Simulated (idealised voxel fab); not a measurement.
The following is a process module called voxel double patterning.
Square cell edge 5 nm, section width 250 nm, ID cut.
Cross-section spec: square-cell grid; bands listed top down; each band is one or more rows.
This entry defines a band. It first specifies the height of the band's top and the height of its bottom in nm, and then specifies the band's materials from left to right, stating each material with its width in nm. The word "everywhere" identifies a single material that fills the band from edge to edge, while the word "empty" identifies empty space.
It should be noted that heights are counted from 0, beneath which the wafer as supplied is of one material throughout, and that the lowest band possesses no lower boundary but continues downward, as written in "top 0, no bottom".
Top row gets the first number, bottom row gets the second, and each row in between changes by the same step: that is how a band width like "30->40" works.
Where the words "stayed the same" appear for a step, the cross-section shows no cell changed by that step; every cell remained as before.
Empty spaces counting at least 8 cells and having no open way to the top are listed in "Trapped cavities". The notation width x height at distance is used for each, the distance being from the left edge and all three values in nm.
Formally, on a step line, whatever follows the settings is a remark that the simulator itself makes on the step.
The optional step-line setting "overlay nm" applies to steps with a mask and quantifies how far to the right of its planned location the mask lay, a negative value indicating leftward placement.

[The process steps that were planned are listed below]
1) RECEIVE,material Si
2) CONFORMAL_DEP,material SiO2,thk nm 5
3) DIRECTIONAL_DEP,material polySi,thk nm 10
4) DIRECTIONAL_DEP,material SiCN,thk nm 10
5) DIRECTIONAL_DEP,material aC,thk nm 10
6) PATTERN,tone open,mask id FIRST,material resist,width nm 15,pitch nm 50,thk nm 25,overlay nm 0
7) DIRECTIONAL_ETCH,etch materials aC,depth nm 10
8) STRIP,etch materials resist
9) DIRECTIONAL_ETCH,etch materials SiCN,depth nm 10
10) STRIP,etch materials aC
11) PATTERN,tone open,mask id SECOND,material resist,width nm 15,pitch nm 50,thk nm 20,overlay nm -15
12) DIRECTIONAL_ETCH,etch materials SiCN,depth nm 10
13) STRIP,etch materials resist
14) DIRECTIONAL_ETCH,etch materials polySi,depth nm 10
15) STRIP,etch materials SiCN
Same starting wafers, different overlay nm at step 11. Plan value belongs to the first wafer.

[Cross-section of the first of several received wafers, showing its state after step 1]
    top 0, no bottom = Si everywhere
    Trapped cavities: none

[each wafer at the end: cells of each material gained (+) or lost (-) since it was received, then its closed voids]
overlay nm -15; +50 SiO2; +74 polySi; Trapped cavities: none
overlay nm -10; +50 SiO2; +70 polySi; Trapped cavities: none
overlay nm -5; +50 SiO2; +70 polySi; Trapped cavities: none
overlay nm 0; +50 SiO2; +70 polySi; Trapped cavities: none
overlay nm 5; +50 SiO2; +70 polySi; Trapped cavities: none
overlay nm 10; +50 SiO2; +70 polySi; Trapped cavities: none
overlay nm 15; +50 SiO2; +74 polySi; Trapped cavities: none
